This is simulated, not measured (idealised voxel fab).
process module | voxel plated lines
cross-section cut | 220 nm wide | cells 5 nm
A cross-section is a grid of square cells, given in bands from the top down. A band is one or more rows of cells.
Each band's line starts with the height of the band's top and of its bottom, in nm. Then come its materials from left to right, each with its width in nm. One material with "throughout" fills the band from edge to edge. "air" is empty space.
Height 0 is the level under which the wafer as received is all one material. The lowest band goes on downwards, as in "0 down".
A width such as "30 to 40" changes by the same amount from each row of cells to the next, from the band's top row to its bottom row.
"no change" after a step means that no cell of the cross-section changed.
closed voids: empty space of 8 cells or more with no open way to the top, each as width x height at its distance from the left edge, in nm
after a step's settings: what the simulator itself notes on the step
overlay nm, on a step with a mask: how far to the right of its planned place the mask lay; to the left if negative
plan
1 op RECEIVE | material Si
2 op CONFORMAL_DEP | material Al2O3 | thk nm 15
3 op DIRECTIONAL_DEP | material TiN | thk nm 5
4 op PATTERN | tone open | mask id LINES | material resist | width nm 15 | pitch nm 30 | thk nm 40 | overlay nm 0
5 op EPI | material Ru | thk nm 5
6 op EPI | material Ru | thk nm 10
7 op EPI | material Ru | thk nm 5
8 op STRIP | etch materials resist
9 op DIRECTIONAL_ETCH | etch materials TiN | depth nm 5
10 op CONFORMAL_DEP | material SiCN | thk nm 5
first wafer, as planned
as received, after step 1
  0 down: Si throughout
  closed voids: none
after step 2
  15 to 0: Al2O3 throughout
  below 0: unchanged
after step 3
  20 to 15: TiN throughout
  below 15: unchanged
after step 4
  60 to 20: resist 70 | air 15 | resist 15 | air 15 | resist 15 | air 15 | resist 75
  below 20: unchanged
after step 5
  60 to 25: resist 70 | air 15 | resist 15 | air 15 | resist 15 | air 15 | resist 75
  25 to 20: resist 70 | Ru 15 | resist 15 | Ru 15 | resist 15 | Ru 15 | resist 75
  below 20: unchanged
after step 6
  60 to 35: resist 70 | air 15 | resist 15 | air 15 | resist 15 | air 15 | resist 75
  35 to 20: resist 70 | Ru 15 | resist 15 | Ru 15 | resist 15 | Ru 15 | resist 75
  below 20: unchanged
after step 7
  60 to 40: resist 70 | air 15 | resist 15 | air 15 | resist 15 | air 15 | resist 75
  40 to 20: resist 70 | Ru 15 | resist 15 | Ru 15 | resist 15 | Ru 15 | resist 75
  below 20: unchanged
after step 8
  40 to 20: air 70 | Ru 15 | air 15 | Ru 15 | air 15 | Ru 15 | air 75
  below 20: unchanged
after step 9
  40 to 20: air 70 | Ru 15 | air 15 | Ru 15 | air 15 | Ru 15 | air 75
  20 to 15: air 70 | TiN 15 | air 15 | TiN 15 | air 15 | TiN 15 | air 75
  below 15: unchanged
after step 10
  45 to 40: air 65 | SiCN 25 | air 5 | SiCN 25 | air 5 | SiCN 25 | air 70
  40 to 20: air 65 | SiCN 5 | Ru 15 | SiCN 5 | air 5 | SiCN 5 | Ru 15 | SiCN 5 | air 5 | SiCN 5 | Ru 15 | SiCN 5 | air 70
  20 to 15: SiCN 70 | TiN 15 | SiCN 15 | TiN 15 | SiCN 15 | TiN 15 | SiCN 75
  below 15: unchanged
second wafer: like start, like plan, one mistake. Through step 6 it matches the first wafer
when step 7 should have ended
  35 to 20: air 70 | Ru 15 | air 15 | Ru 15 | air 15 | Ru 15 | air 75
  below 20: unchanged
when step 8 should have ended
  40 to 25: air 65 | Ru 25 | air 5 | Ru 25 | air 5 | Ru 25 | air 70
  25 to 20: Ru throughout
  below 20: unchanged
when step 9 should have ended: no change
when step 10 should have ended
  45 to 40: air 60 | SiCN 95 | air 65
  40 to 30: air 60 | SiCN 5 | Ru 25 | SiCN 5 | Ru 25 | SiCN 5 | Ru 25 | SiCN 5 | air 65
  30 to 25: SiCN 65 | Ru 25 | SiCN 5 | Ru 25 | SiCN 5 | Ru 25 | SiCN 70
  below 25: unchanged
what went wrong: steps 7 and 8 were swapped
at the end the second wafer has, in cells: 53 more of Ru | 18 fewer of SiCN | 35 more of TiN
